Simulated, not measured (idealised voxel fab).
The following process module bears the name voxel wiring stack.
FYI the section here is cut, 245 nm wide, cells are 5 nm squares.
Each cross-section below is a grid of square cells, stated as bands in top-down order, with one or more rows of cells making up each band.
Per band: top height and bottom height in nm, followed by the left-to-right materials and their widths in nm; "edge to edge" marks a single material spanning edge to edge, "air" marks empty space.
The level at which height equals 0 is the one under which the wafer, as it arrives, is entirely one material. No lower edge exists for the bottom band, which continues downward and is notated as in "top 0, no bottom".
It should be noted that a width expressed as "30..40" varies in equal increments from row to row of cells within the band, taking the value of the first number at the top row and that of the second number at the bottom row.
Key: "stayed the same" - step with no changed cell in the cross-section.
Any empty space of 8 cells or more lacking an open way to the top shows up in "Enclosed voids" as width x height at distance, distance from the left edge, in nm.
Note: text after step settings on the step line = simulator remark on that step.
overlay nm: mask offset rightward from planned place, masked step; negative means leftward offset.
So the way this works: pairs, before and after one process step. The after picture only goes down to the lowest band that actually changed, nothing below. Step and its settings are under each pair. And watch out, pairs might come from different runs of this module, same starting wafer though, so a pair only follows on from the one above if its "Prior state" entry tells you so.
Prior state
- top 0, no bottom | Si edge to edge
- Enclosed voids: none
As Processed
- top 10, bottom 0 | SiO2 edge to edge
- below 0: unchanged
- Enclosed voids: none
The two cross-sections above bracket this step: CONFORMAL_DEP (material SiO2; thk nm 10)
Prior state: it's just the after picture from the pair right above this one.
As Processed
- top 15, bottom 10 | TiN edge to edge
- below 10: unchanged
- Enclosed voids: none
The two cross-sections above bracket this step: DIRECTIONAL_DEP (material TiN; thk nm 5)
Prior state: it's just the after picture from the pair right above this one.
As Processed
- top 30, bottom 15 | Ru edge to edge
- below 15: unchanged
- Enclosed voids: none
The two cross-sections above bracket this step: DIRECTIONAL_DEP (material Ru; thk nm 15)
Prior state: it's just the after picture from the pair right above this one.
As Processed
- top 30, bottom 15 | 35 of air  20 of Ru  30 of air  20 of Ru  30 of air  20 of Ru  30 of air  20 of Ru  40 of air
- below 15: unchanged
- Enclosed voids: none
The two cross-sections above bracket this step: MASKED_ETCH (tone cover; mask id METAL_1; width nm 20; pitch nm 50; etch materials Ru; depth nm 15; overlay nm 0)
Prior state: it's just the after picture from the pair right above this one.
As Processed
- top 30, bottom 15 | 35 of air  20 of Ru  30 of air  20 of Ru  30 of air  20 of Ru  30 of air  20 of Ru  40 of air
- top 15, bottom 10 | 35 of air  20 of TiN  30 of air  20 of TiN  30 of air  20 of TiN  30 of air  20 of TiN  40 of air
- below 10: unchanged
- Enclosed voids: none
The two cross-sections above bracket this step: MASKED_ETCH (tone cover; mask id METAL_1; width nm 20; pitch nm 50; etch materials TiN; depth nm 5; overlay nm 0)
Prior state: it's just the after picture from the pair right above this one.
As Processed
- top 35, bottom 30 | 30 of air  30 of SiN  20 of air  30 of SiN  20 of air  30 of SiN  20 of air  30 of SiN  35 of air
- top 30, bottom 15 | 30 of air  5 of SiN  20 of Ru  5 of SiN  20 of air  5 of SiN  20 of Ru  5 of SiN  20 of air  5 of SiN  20 of Ru  5 of SiN  20 of air  5 of SiN  20 of Ru  5 of SiN  35 of air
- top 15, bottom 10 | 35 of SiN  20 of TiN  30 of SiN  20 of TiN  30 of SiN  20 of TiN  30 of SiN  20 of TiN  40 of SiN
- below 10: unchanged
- Enclosed voids: none
The two cross-sections above bracket this step: CONFORMAL_DEP (material SiN; thk nm 5)
Prior state: it's just the after picture from the pair right above this one.
As Processed
- top 40, bottom 35 | SiO2 edge to edge
- top 35, bottom 30 | 30 of SiO2  30 of SiN  20 of SiO2  30 of SiN  20 of SiO2  30 of SiN  20 of SiO2  30 of SiN  35 of SiO2
- top 30, bottom 15 | 30 of SiO2  5 of SiN  20 of Ru  5 of SiN  20 of SiO2  5 of SiN  20 of Ru  5 of SiN  20 of SiO2  5 of SiN  20 of Ru  5 of SiN  20 of SiO2  5 of SiN  20 of Ru  5 of SiN  35 of SiO2
- below 15: unchanged
- Enclosed voids: none
The two cross-sections above bracket this step: FILL_DEP (material SiO2; thk nm 5)
Prior state: it's just the after picture from the pair right above this one.
As Processed
- top 30, bottom 15 | 30 of SiO2  5 of SiN  20 of Ru  5 of SiN  20 of SiO2  5 of SiN  20 of Ru  5 of SiN  20 of SiO2  5 of SiN  20 of Ru  5 of SiN  20 of SiO2  5 of SiN  20 of Ru  5 of SiN  35 of SiO2
- below 15: unchanged
- Enclosed voids: none
The two cross-sections above bracket this step: CMP (height nm 30)
Prior state: it's just the after picture from the pair right above this one.
As Processed
- top 35, bottom 30 | SiCN edge to edge
- below 30: unchanged
- Enclosed voids: none
The two cross-sections above bracket this step: CONFORMAL_DEP (material SiCN; thk nm 5)
Prior state: it's just the after picture from the pair right above this one.
As Processed
- top 60, bottom 35 | lowk edge to edge
- below 35: unchanged
- Enclosed voids: none
The two cross-sections above bracket this step: DIRECTIONAL_DEP (material lowk; thk nm 25)
Prior state: it's just the after picture from the pair right above this one.
As Processed
- top 70, bottom 60 | aC edge to edge
- below 60: unchanged
- Enclosed voids: none
The two cross-sections above bracket this step: DIRECTIONAL_DEP (material aC; thk nm 10)
Prior state: it's just the after picture from the pair right above this one.
As Processed
- top 100, bottom 70 | 35 of resist  15 of air  85 of resist  15 of air  95 of resist
- below 70: unchanged
- Enclosed voids: none
The two cross-sections above bracket this step: PATTERN (tone open; mask id METAL_2_HOLES; material resist; width nm 15; pitch nm 100; thk nm 30; overlay nm 0)
Prior state: it's just the after picture from the pair right above this one.
As Processed
- top 90, bottom 70 | 35 of resist  15 of air  85 of resist  15 of air  95 of resist
- top 70, bottom 60 | 35 of aC  15 of air  85 of aC  15 of air  95 of aC
- below 60: unchanged
- Enclosed voids: none
The two cross-sections above bracket this step: DIRECTIONAL_ETCH (etch materials aC; depth nm 10)
Prior state: it's just the after picture from the pair right above this one.
As Processed
- top 70, bottom 60 | 35 of aC  15 of air  85 of aC  15 of air  95 of aC
- below 60: unchanged
- Enclosed voids: none
The two cross-sections above bracket this step: STRIP (etch materials resist)
Prior state: it's just the after picture from the pair right above this one.
As Processed
- top 70, bottom 60 | 35 of aC  15 of air  85 of aC  15 of air  95 of aC
- top 60, bottom 35 | 35 of lowk  15 of air  85 of lowk  15 of air  95 of lowk
- below 35: unchanged
- Enclosed voids: none
The two cross-sections above bracket this step: DIRECTIONAL_ETCH (etch materials lowk; depth nm 25)
Prior state: it's just the after picture from the pair right above this one.
As Processed
- top 60, bottom 35 | 35 of lowk  15 of air  85 of lowk  15 of air  95 of lowk
- below 35: unchanged
- Enclosed voids: none
The two cross-sections above bracket this step: STRIP (etch materials aC)
Prior state: it's just the after picture from the pair right above this one.
As Processed
- top 75, bottom 60 | 35 of resist  20 of air  30 of resist  20 of air  30 of resist  20 of air  30 of resist  20 of air  40 of resist
- below 60: unchanged
- Enclosed voids: none
The two cross-sections above bracket this step: PATTERN (tone open; mask id METAL_2; material resist; width nm 20; pitch nm 50; thk nm 15; overlay nm 0)
Prior state: it's just the after picture from the pair right above this one.
As Processed
- top 75, bottom 60 | 35 of resist  20 of air  30 of resist  20 of air  30 of resist  20 of air  30 of resist  20 of air  40 of resist
- top 60, bottom 45 | 35 of lowk  20 of air  30 of lowk  20 of air  30 of lowk  20 of air  30 of lowk  20 of air  40 of lowk
- below 45: unchanged
- Enclosed voids: none
The two cross-sections above bracket this step: DIRECTIONAL_ETCH (etch materials lowk; depth nm 15)
Prior state: it's just the after picture from the pair right above this one.
As Processed
- top 75, bottom 60 | 35 of resist  20 of air  30 of resist  20 of air  30 of resist  20 of air  30 of resist  20 of air  40 of resist
- top 60, bottom 45 | 35 of lowk  20 of air  30 of lowk  20 of air  30 of lowk  20 of air  30 of lowk  20 of air  40 of lowk
- top 45, bottom 35 | 35 of lowk  15 of air  85 of lowk  15 of air  95 of lowk
- top 35, bottom 30 | 35 of SiCN  15 of air  85 of SiCN  15 of air  95 of SiCN
- below 30: unchanged
- Enclosed voids: none
The two cross-sections above bracket this step: DIRECTIONAL_ETCH (etch materials SiCN; depth nm 5)
Prior state: it's just the after picture from the pair right above this one.
As Processed
- top 60, bottom 45 | 35 of lowk  20 of air  30 of lowk  20 of air  30 of lowk  20 of air  30 of lowk  20 of air  40 of lowk
- below 45: unchanged
- Enclosed voids: none
The two cross-sections above bracket this step: STRIP (etch materials resist)
Prior state: it's just the after picture from the pair right above this one.
As Processed
- top 65, bottom 60 | 40 of TiN  10 of air  40 of TiN  10 of air  40 of TiN  10 of air  40 of TiN  10 of air  45 of TiN
- top 60, bottom 50 | 35 of lowk  5 of TiN  10 of air  5 of TiN  30 of lowk  5 of TiN  10 of air  5 of TiN  30 of lowk  5 of TiN  10 of air  5 of TiN  30 of lowk  5 of TiN  10 of air  5 of TiN  40 of lowk
- top 50, bottom 45 | 35 of lowk  5 of TiN  5 of air  10 of TiN  30 of lowk  20 of TiN  30 of lowk  5 of TiN  5 of air  10 of TiN  30 of lowk  20 of TiN  40 of lowk
- top 45, bottom 35 | 35 of lowk  5 of TiN  5 of air  5 of TiN  85 of lowk  5 of TiN  5 of air  5 of TiN  95 of lowk
- top 35, bottom 30 | 35 of SiCN  15 of TiN  85 of SiCN  15 of TiN  95 of SiCN
- below 30: unchanged
- Enclosed voids: none
The two cross-sections above bracket this step: CONFORMAL_DEP (material TiN; thk nm 5)
Prior state: it's just the after picture from the pair right above this one.
As Processed
- top 75, bottom 65 | Cu edge to edge
- top 65, bottom 60 | 40 of TiN  10 of Cu  40 of TiN  10 of Cu  40 of TiN  10 of Cu  40 of TiN  10 of Cu  45 of TiN
- top 60, bottom 50 | 35 of lowk  5 of TiN  10 of Cu  5 of TiN  30 of lowk  5 of TiN  10 of Cu  5 of TiN  30 of lowk  5 of TiN  10 of Cu  5 of TiN  30 of lowk  5 of TiN  10 of Cu  5 of TiN  40 of lowk
- top 50, bottom 45 | 35 of lowk  5 of TiN  5 of Cu  10 of TiN  30 of lowk  20 of TiN  30 of lowk  5 of TiN  5 of Cu  10 of TiN  30 of lowk  20 of TiN  40 of lowk
- top 45, bottom 35 | 35 of lowk  5 of TiN  5 of Cu  5 of TiN  85 of lowk  5 of TiN  5 of Cu  5 of TiN  95 of lowk
- below 35: unchanged
- Enclosed voids: none
The two cross-sections above bracket this step: FILL_DEP (material Cu; thk nm 10)
Prior state: it's just the after picture from the pair right above this one.
As Processed
- top 60, bottom 50 | 35 of lowk  5 of TiN  10 of Cu  5 of TiN  30 of lowk  5 of TiN  10 of Cu  5 of TiN  30 of lowk  5 of TiN  10 of Cu  5 of TiN  30 of lowk  5 of TiN  10 of Cu  5 of TiN  40 of lowk
- below 50: unchanged
- Enclosed voids: none
The two cross-sections above bracket this step: CMP (height nm 60)
Prior state: it's just the after picture from the pair right above this one.
As Processed
- top 65, bottom 60 | SiCN edge to edge
- below 60: unchanged
- Enclosed voids: none
The two cross-sections above bracket this step: CONFORMAL_DEP (material SiCN; thk nm 5)
Prior state
- top 0, no bottom | Si edge to edge
- Enclosed voids: none
As Processed
- top 5, bottom 0 | TiN edge to edge
- below 0: unchanged
- Enclosed voids: none
The two cross-sections above bracket this step: DIRECTIONAL_DEP (material TiN; thk nm 5)
Prior state: it's just the after picture from the pair right above this one.
As Processed
- top 20, bottom 5 | Ru edge to edge
- below 5: unchanged
- Enclosed voids: none
The two cross-sections above bracket this step: DIRECTIONAL_DEP (material Ru; thk nm 15)
Prior state: it's just the after picture from the pair right above this one.
As Processed
- top 20, bottom 5 | 35 of air  20 of Ru  30 of air  20 of Ru  30 of air  20 of Ru  30 of air  20 of Ru  40 of air
- below 5: unchanged
- Enclosed voids: none
The two cross-sections above bracket this step: MASKED_ETCH (tone cover; mask id METAL_1; width nm 20; pitch nm 50; etch materials Ru; depth nm 15; overlay nm 0)
Prior state: it's just the after picture from the pair right above this one.
As Processed
- top 20, bottom 5 | 35 of air  20 of Ru  30 of air  20 of Ru  30 of air  20 of Ru  30 of air  20 of Ru  40 of air
- top 5, bottom 0 | 35 of air  20 of TiN  30 of air  20 of TiN  30 of air  20 of TiN  30 of air  20 of TiN  40 of air
- below 0: unchanged
- Enclosed voids: none
The two cross-sections above bracket this step: MASKED_ETCH (tone cover; mask id METAL_1; width nm 20; pitch nm 50; etch materials TiN; depth nm 5; overlay nm 0)
Prior state: it's just the after picture from the pair right above this one.
As Processed
- top 25, bottom 20 | 30 of air  30 of SiN  20 of air  30 of SiN  20 of air  30 of SiN  20 of air  30 of SiN  35 of air
- top 20, bottom 5 | 30 of air  5 of SiN  20 of Ru  5 of SiN  20 of air  5 of SiN  20 of Ru  5 of SiN  20 of air  5 of SiN  20 of Ru  5 of SiN  20 of air  5 of SiN  20 of Ru  5 of SiN  35 of air
- top 5, bottom 0 | 35 of SiN  20 of TiN  30 of SiN  20 of TiN  30 of SiN  20 of TiN  30 of SiN  20 of TiN  40 of SiN
- below 0: unchanged
- Enclosed voids: none
The two cross-sections above bracket this step: CONFORMAL_DEP (material SiN; thk nm 5)
Prior state: it's just the after picture from the pair right above this one.
As Processed
- top 30, bottom 25 | SiO2 edge to edge
- top 25, bottom 20 | 30 of SiO2  30 of SiN  20 of SiO2  30 of SiN  20 of SiO2  30 of SiN  20 of SiO2  30 of SiN  35 of SiO2
- top 20, bottom 5 | 30 of SiO2  5 of SiN  20 of Ru  5 of SiN  20 of SiO2  5 of SiN  20 of Ru  5 of SiN  20 of SiO2  5 of SiN  20 of Ru  5 of SiN  20 of SiO2  5 of SiN  20 of Ru  5 of SiN  35 of SiO2
- below 5: unchanged
- Enclosed voids: none
The two cross-sections above bracket this step: FILL_DEP (material SiO2; thk nm 5)
Prior state: it's just the after picture from the pair right above this one.
As Processed
- top 35, bottom 30 | SiCN edge to edge
- below 30: unchanged
- Enclosed voids: none
The two cross-sections above bracket this step: CONFORMAL_DEP (material SiCN; thk nm 5)
Prior state: it's just the after picture from the pair right above this one.
As Processed
- top 60, bottom 35 | lowk edge to edge
- below 35: unchanged
- Enclosed voids: none
The two cross-sections above bracket this step: DIRECTIONAL_DEP (material lowk; thk nm 25)
Prior state: it's just the after picture from the pair right above this one.
As Processed
- top 70, bottom 60 | aC edge to edge
- below 60: unchanged
- Enclosed voids: none
The two cross-sections above bracket this step: DIRECTIONAL_DEP (material aC; thk nm 10)
Prior state: it's just the after picture from the pair right above this one.
As Processed
- top 100, bottom 70 | 35 of resist  15 of air  85 of resist  15 of air  95 of resist
- below 70: unchanged
- Enclosed voids: none
The two cross-sections above bracket this step: PATTERN (tone open; mask id METAL_2_HOLES; material resist; width nm 15; pitch nm 100; thk nm 30; overlay nm 0)
Prior state: it's just the after picture from the pair right above this one.
As Processed
- top 90, bottom 70 | 35 of resist  15 of air  85 of resist  15 of air  95 of resist
- top 70, bottom 60 | 35 of aC  15 of air  85 of aC  15 of air  95 of aC
- below 60: unchanged
- Enclosed voids: none
The two cross-sections above bracket this step: DIRECTIONAL_ETCH (etch materials aC; depth nm 10)
Prior state: it's just the after picture from the pair right above this one.
As Processed
- top 70, bottom 60 | 35 of aC  15 of air  85 of aC  15 of air  95 of aC
- below 60: unchanged
- Enclosed voids: none
The two cross-sections above bracket this step: STRIP (etch materials resist)
Prior state: it's just the after picture from the pair right above this one.
As Processed
- top 70, bottom 60 | 35 of aC  15 of air  85 of aC  15 of air  95 of aC
- top 60, bottom 35 | 35 of lowk  15 of air  85 of lowk  15 of air  95 of lowk
- below 35: unchanged
- Enclosed voids: none
The two cross-sections above bracket this step: DIRECTIONAL_ETCH (etch materials lowk; depth nm 25)
Prior state: it's just the after picture from the pair right above this one.
As Processed
- top 60, bottom 35 | 35 of lowk  15 of air  85 of lowk  15 of air  95 of lowk
- below 35: unchanged
- Enclosed voids: none
The two cross-sections above bracket this step: STRIP (etch materials aC)
Prior state: it's just the after picture from the pair right above this one.
As Processed
- top 75, bottom 60 | 35 of resist  20 of air  30 of resist  20 of air  30 of resist  20 of air  30 of resist  20 of air  40 of resist
- below 60: unchanged
- Enclosed voids: none
The two cross-sections above bracket this step: PATTERN (tone open; mask id METAL_2; material resist; width nm 20; pitch nm 50; thk nm 15; overlay nm 0)
Prior state: it's just the after picture from the pair right above this one.
As Processed
- top 75, bottom 60 | 35 of resist  20 of air  30 of resist  20 of air  30 of resist  20 of air  30 of resist  20 of air  40 of resist
- top 60, bottom 45 | 35 of lowk  20 of air  30 of lowk  20 of air  30 of lowk  20 of air  30 of lowk  20 of air  40 of lowk
- below 45: unchanged
- Enclosed voids: none
The two cross-sections above bracket this step: DIRECTIONAL_ETCH (etch materials lowk; depth nm 15)
Prior state: it's just the after picture from the pair right above this one.
As Processed
- top 75, bottom 60 | 35 of resist  20 of air  30 of resist  20 of air  30 of resist  20 of air  30 of resist  20 of air  40 of resist
- top 60, bottom 45 | 35 of lowk  20 of air  30 of lowk  20 of air  30 of lowk  20 of air  30 of lowk  20 of air  40 of lowk
- top 45, bottom 35 | 35 of lowk  15 of air  85 of lowk  15 of air  95 of lowk
- top 35, bottom 30 | 35 of SiCN  15 of air  85 of SiCN  15 of air  95 of SiCN
- below 30: unchanged
- Enclosed voids: none
The two cross-sections above bracket this step: DIRECTIONAL_ETCH (etch materials SiCN; depth nm 5)
Prior state: it's just the after picture from the pair right above this one.
As Processed
- top 60, bottom 45 | 35 of lowk  20 of air  30 of lowk  20 of air  30 of lowk  20 of air  30 of lowk  20 of air  40 of lowk
- below 45: unchanged
- Enclosed voids: none
The two cross-sections above bracket this step: STRIP (etch materials resist)
Prior state: it's just the after picture from the pair right above this one.
As Processed
- top 65, bottom 60 | 40 of TiN  10 of air  40 of TiN  10 of air  40 of TiN  10 of air  40 of TiN  10 of air  45 of TiN
- top 60, bottom 50 | 35 of lowk  5 of TiN  10 of air  5 of TiN  30 of lowk  5 of TiN  10 of air  5 of TiN  30 of lowk  5 of TiN  10 of air  5 of TiN  30 of lowk  5 of TiN  10 of air  5 of TiN  40 of lowk
- top 50, bottom 45 | 35 of lowk  5 of TiN  5 of air  10 of TiN  30 of lowk  20 of TiN  30 of lowk  5 of TiN  5 of air  10 of TiN  30 of lowk  20 of TiN  40 of lowk
- top 45, bottom 35 | 35 of lowk  5 of TiN  5 of air  5 of TiN  85 of lowk  5 of TiN  5 of air  5 of TiN  95 of lowk
- top 35, bottom 30 | 35 of SiCN  15 of TiN  85 of SiCN  15 of TiN  95 of SiCN
- below 30: unchanged
- Enclosed voids: none
The two cross-sections above bracket this step: CONFORMAL_DEP (material TiN; thk nm 5)
Prior state: it's just the after picture from the pair right above this one.
As Processed
- top 75, bottom 65 | Cu edge to edge
- top 65, bottom 60 | 40 of TiN  10 of Cu  40 of TiN  10 of Cu  40 of TiN  10 of Cu  40 of TiN  10 of Cu  45 of TiN
- top 60, bottom 50 | 35 of lowk  5 of TiN  10 of Cu  5 of TiN  30 of lowk  5 of TiN  10 of Cu  5 of TiN  30 of lowk  5 of TiN  10 of Cu  5 of TiN  30 of lowk  5 of TiN  10 of Cu  5 of TiN  40 of lowk
- top 50, bottom 45 | 35 of lowk  5 of TiN  5 of Cu  10 of TiN  30 of lowk  20 of TiN  30 of lowk  5 of TiN  5 of Cu  10 of TiN  30 of lowk  20 of TiN  40 of lowk
- top 45, bottom 35 | 35 of lowk  5 of TiN  5 of Cu  5 of TiN  85 of lowk  5 of TiN  5 of Cu  5 of TiN  95 of lowk
- below 35: unchanged
- Enclosed voids: none
The two cross-sections above bracket this step: FILL_DEP (material Cu; thk nm 10)
Prior state: it's just the after picture from the pair right above this one.
As Processed
- top 60, bottom 50 | 35 of lowk  5 of TiN  10 of Cu  5 of TiN  30 of lowk  5 of TiN  10 of Cu  5 of TiN  30 of lowk  5 of TiN  10 of Cu  5 of TiN  30 of lowk  5 of TiN  10 of Cu  5 of TiN  40 of lowk
- below 50: unchanged
- Enclosed voids: none
The two cross-sections above bracket this step: CMP (height nm 60)
Prior state: it's just the after picture from the pair right above this one.
As Processed
- top 65, bottom 60 | SiCN edge to edge
- below 60: unchanged
- Enclosed voids: none
The two cross-sections above bracket this step: CONFORMAL_DEP (material SiCN; thk nm 5)
Prior state
- top 60, bottom 35 | lowk edge to edge
- top 35, bottom 30 | SiCN edge to edge
- top 30, bottom 15 | 30 of SiO2  5 of SiN  20 of Ru  5 of SiN  20 of SiO2  5 of SiN  20 of Ru  5 of SiN  20 of SiO2  5 of SiN  20 of Ru  5 of SiN  20 of SiO2  5 of SiN  20 of Ru  5 of SiN  35 of SiO2
- top 15, bottom 10 | 35 of SiN  20 of TiN  30 of SiN  20 of TiN  30 of SiN  20 of TiN  30 of SiN  20 of TiN  40 of SiN
- top 10, bottom 0 | SiO2 edge to edge
- top 0, no bottom | Si edge to edge
- Enclosed voids: none
As Processed
- top 85, bottom 35 | lowk edge to edge
- below 35: unchanged
- Enclosed voids: none
The two cross-sections above bracket this step: DIRECTIONAL_DEP (material lowk; thk nm 25)
Prior state: it's just the after picture from the pair right above this one.
As Processed
- top 95, bottom 85 | aC edge to edge
- below 85: unchanged
- Enclosed voids: none
The two cross-sections above bracket this step: DIRECTIONAL_DEP (material aC; thk nm 10)
Prior state: it's just the after picture from the pair right above this one.
As Processed
- top 125, bottom 95 | 35 of resist  15 of air  85 of resist  15 of air  95 of resist
- below 95: unchanged
- Enclosed voids: none
The two cross-sections above bracket this step: PATTERN (tone open; mask id METAL_2_HOLES; material resist; width nm 15; pitch nm 100; thk nm 30; overlay nm 0)
Prior state: it's just the after picture from the pair right above this one.
As Processed
- top 115, bottom 95 | 35 of resist  15 of air  85 of resist  15 of air  95 of resist
- top 95, bottom 85 | 35 of aC  15 of air  85 of aC  15 of air  95 of aC
- below 85: unchanged
- Enclosed voids: none
The two cross-sections above bracket this step: DIRECTIONAL_ETCH (etch materials aC; depth nm 10)
Prior state: it's just the after picture from the pair right above this one.
As Processed
- top 95, bottom 85 | 35 of aC  15 of air  85 of aC  15 of air  95 of aC
- below 85: unchanged
- Enclosed voids: none
The two cross-sections above bracket this step: STRIP (etch materials resist)
Prior state: it's just the after picture from the pair right above this one.
As Processed
- top 95, bottom 85 | 35 of aC  15 of air  85 of aC  15 of air  95 of aC
- top 85, bottom 60 | 35 of lowk  15 of air  85 of lowk  15 of air  95 of lowk
- below 60: unchanged
- Enclosed voids: none
The two cross-sections above bracket this step: DIRECTIONAL_ETCH (etch materials lowk; depth nm 25)
Prior state: it's just the after picture from the pair right above this one.
As Processed
- top 85, bottom 60 | 35 of lowk  15 of air  85 of lowk  15 of air  95 of lowk
- below 60: unchanged
- Enclosed voids: none
The two cross-sections above bracket this step: STRIP (etch materials aC)
Prior state: it's just the after picture from the pair right above this one.
As Processed
- top 100, bottom 85 | 35 of resist  20 of air  30 of resist  20 of air  30 of resist  20 of air  30 of resist  20 of air  40 of resist
- below 85: unchanged
- Enclosed voids: none
The two cross-sections above bracket this step: PATTERN (tone open; mask id METAL_2; material resist; width nm 20; pitch nm 50; thk nm 15; overlay nm 0)
Prior state: it's just the after picture from the pair right above this one.
As Processed
- top 100, bottom 85 | 35 of resist  20 of air  30 of resist  20 of air  30 of resist  20 of air  30 of resist  20 of air  40 of resist
- top 85, bottom 70 | 35 of lowk  20 of air  30 of lowk  20 of air  30 of lowk  20 of air  30 of lowk  20 of air  40 of lowk
- top 70, bottom 45 | 35 of lowk  15 of air  85 of lowk  15 of air  95 of lowk
- below 45: unchanged
- Enclosed voids: none
The two cross-sections above bracket this step: DIRECTIONAL_ETCH (etch materials lowk; depth nm 15)
Prior state: it's just the after picture from the pair right above this one.
As Processed
- top 85, bottom 70 | 35 of lowk  20 of air  30 of lowk  20 of air  30 of lowk  20 of air  30 of lowk  20 of air  40 of lowk
- below 70: unchanged
- Enclosed voids: none
The two cross-sections above bracket this step: STRIP (etch materials resist)
Prior state: it's just the after picture from the pair right above this one.
As Processed
- top 90, bottom 85 | 40 of TiN  10 of air  40 of TiN  10 of air  40 of TiN  10 of air  40 of TiN  10 of air  45 of TiN
- top 85, bottom 75 | 35 of lowk  5 of TiN  10 of air  5 of TiN  30 of lowk  5 of TiN  10 of air  5 of TiN  30 of lowk  5 of TiN  10 of air  5 of TiN  30 of lowk  5 of TiN  10 of air  5 of TiN  40 of lowk
- top 75, bottom 70 | 35 of lowk  5 of TiN  5 of air  10 of TiN  30 of lowk  20 of TiN  30 of lowk  5 of TiN  5 of air  10 of TiN  30 of lowk  20 of TiN  40 of lowk
- top 70, bottom 50 | 35 of lowk  5 of TiN  5 of air  5 of TiN  85 of lowk  5 of TiN  5 of air  5 of TiN  95 of lowk
- top 50, bottom 45 | 35 of lowk  15 of TiN  85 of lowk  15 of TiN  95 of lowk
- below 45: unchanged
- Enclosed voids: none
The two cross-sections above bracket this step: CONFORMAL_DEP (material TiN; thk nm 5)
Prior state: it's just the after picture from the pair right above this one.
As Processed
- top 100, bottom 90 | Cu edge to edge
- top 90, bottom 85 | 40 of TiN  10 of Cu  40 of TiN  10 of Cu  40 of TiN  10 of Cu  40 of TiN  10 of Cu  45 of TiN
- top 85, bottom 75 | 35 of lowk  5 of TiN  10 of Cu  5 of TiN  30 of lowk  5 of TiN  10 of Cu  5 of TiN  30 of lowk  5 of TiN  10 of Cu  5 of TiN  30 of lowk  5 of TiN  10 of Cu  5 of TiN  40 of lowk
- top 75, bottom 70 | 35 of lowk  5 of TiN  5 of Cu  10 of TiN  30 of lowk  20 of TiN  30 of lowk  5 of TiN  5 of Cu  10 of TiN  30 of lowk  20 of TiN  40 of lowk
- top 70, bottom 50 | 35 of lowk  5 of TiN  5 of Cu  5 of TiN  85 of lowk  5 of TiN  5 of Cu  5 of TiN  95 of lowk
- below 50: unchanged
- Enclosed voids: none
The two cross-sections above bracket this step: FILL_DEP (material Cu; thk nm 10)
Prior state: it's just the after picture from the pair right above this one.
As Processed
- top 60, bottom 50 | 35 of lowk  5 of TiN  5 of Cu  5 of TiN  85 of lowk  5 of TiN  5 of Cu  5 of TiN  95 of lowk
- below 50: unchanged
- Enclosed voids: none
The two cross-sections above bracket this step: CMP (height nm 60)
Prior state: it's just the after picture from the pair right above this one.
As Processed
- top 65, bottom 60 | SiCN edge to edge
- below 60: unchanged
- Enclosed voids: none
The two cross-sections above bracket this step: CONFORMAL_DEP (material SiCN; thk nm 5)
Prior state
- top 5, bottom 0 | TiN edge to edge
- top 0, no bottom | Si edge to edge
- Enclosed voids: none
As Processed
- top 15, bottom 5 | SiO2 edge to edge
- below 5: unchanged
- Enclosed voids: none
The two cross-sections above bracket this step: CONFORMAL_DEP (material SiO2; thk nm 10)
Prior state: it's just the after picture from the pair right above this one.
As Processed
- top 30, bottom 15 | Ru edge to edge
- below 15: unchanged
- Enclosed voids: none
The two cross-sections above bracket this step: DIRECTIONAL_DEP (material Ru; thk nm 15)
Prior state: it's just the after picture from the pair right above this one.
As Processed
- top 30, bottom 15 | 35 of air  20 of Ru  30 of air  20 of Ru  30 of air  20 of Ru  30 of air  20 of Ru  40 of air
- below 15: unchanged
- Enclosed voids: none
The two cross-sections above bracket this step: MASKED_ETCH (tone cover; mask id METAL_1; width nm 20; pitch nm 50; etch materials Ru; depth nm 15; overlay nm 0)
Prior state: it's just the after picture from the pair right above this one.
As Processed
- top 35, bottom 30 | 30 of air  30 of SiN  20 of air  30 of SiN  20 of air  30 of SiN  20 of air  30 of SiN  35 of air
- top 30, bottom 20 | 30 of air  5 of SiN  20 of Ru  5 of SiN  20 of air  5 of SiN  20 of Ru  5 of SiN  20 of air  5 of SiN  20 of Ru  5 of SiN  20 of air  5 of SiN  20 of Ru  5 of SiN  35 of air
- top 20, bottom 15 | 35 of SiN  20 of Ru  30 of SiN  20 of Ru  30 of SiN  20 of Ru  30 of SiN  20 of Ru  40 of SiN
- below 15: unchanged
- Enclosed voids: none
The two cross-sections above bracket this step: CONFORMAL_DEP (material SiN; thk nm 5)
Prior state: it's just the after picture from the pair right above this one.
As Processed
- top 40, bottom 35 | SiO2 edge to edge
- top 35, bottom 30 | 30 of SiO2  30 of SiN  20 of SiO2  30 of SiN  20 of SiO2  30 of SiN  20 of SiO2  30 of SiN  35 of SiO2
- top 30, bottom 20 | 30 of SiO2  5 of SiN  20 of Ru  5 of SiN  20 of SiO2  5 of SiN  20 of Ru  5 of SiN  20 of SiO2  5 of SiN  20 of Ru  5 of SiN  20 of SiO2  5 of SiN  20 of Ru  5 of SiN  35 of SiO2
- below 20: unchanged
- Enclosed voids: none
The two cross-sections above bracket this step: FILL_DEP (material SiO2; thk nm 5)
Prior state: it's just the after picture from the pair right above this one.
As Processed
- top 30, bottom 20 | 30 of SiO2  5 of SiN  20 of Ru  5 of SiN  20 of SiO2  5 of SiN  20 of Ru  5 of SiN  20 of SiO2  5 of SiN  20 of Ru  5 of SiN  20 of SiO2  5 of SiN  20 of Ru  5 of SiN  35 of SiO2
- below 20: unchanged
- Enclosed voids: none
The two cross-sections above bracket this step: CMP (height nm 30)
Prior state: it's just the after picture from the pair right above this one.
As Processed
- top 35, bottom 30 | SiCN edge to edge
- below 30: unchanged
- Enclosed voids: none
The two cross-sections above bracket this step: CONFORMAL_DEP (material SiCN; thk nm 5)
Prior state: it's just the after picture from the pair right above this one.
As Processed
- top 60, bottom 35 | lowk edge to edge
- below 35: unchanged
- Enclosed voids: none
The two cross-sections above bracket this step: DIRECTIONAL_DEP (material lowk; thk nm 25)
Prior state: it's just the after picture from the pair right above this one.
As Processed
- top 70, bottom 60 | aC edge to edge
- below 60: unchanged
- Enclosed voids: none
The two cross-sections above bracket this step: DIRECTIONAL_DEP (material aC; thk nm 10)
Prior state: it's just the after picture from the pair right above this one.
As Processed
- top 100, bottom 70 | 35 of resist  15 of air  85 of resist  15 of air  95 of resist
- below 70: unchanged
- Enclosed voids: none
The two cross-sections above bracket this step: PATTERN (tone open; mask id METAL_2_HOLES; material resist; width nm 15; pitch nm 100; thk nm 30; overlay nm 0)
Prior state: it's just the after picture from the pair right above this one.
As Processed
- top 90, bottom 70 | 35 of resist  15 of air  85 of resist  15 of air  95 of resist
- top 70, bottom 60 | 35 of aC  15 of air  85 of aC  15 of air  95 of aC
- below 60: unchanged
- Enclosed voids: none
The two cross-sections above bracket this step: DIRECTIONAL_ETCH (etch materials aC; depth nm 10)
Prior state: it's just the after picture from the pair right above this one.
As Processed
- top 70, bottom 60 | 35 of aC  15 of air  85 of aC  15 of air  95 of aC
- below 60: unchanged
- Enclosed voids: none
The two cross-sections above bracket this step: STRIP (etch materials resist)
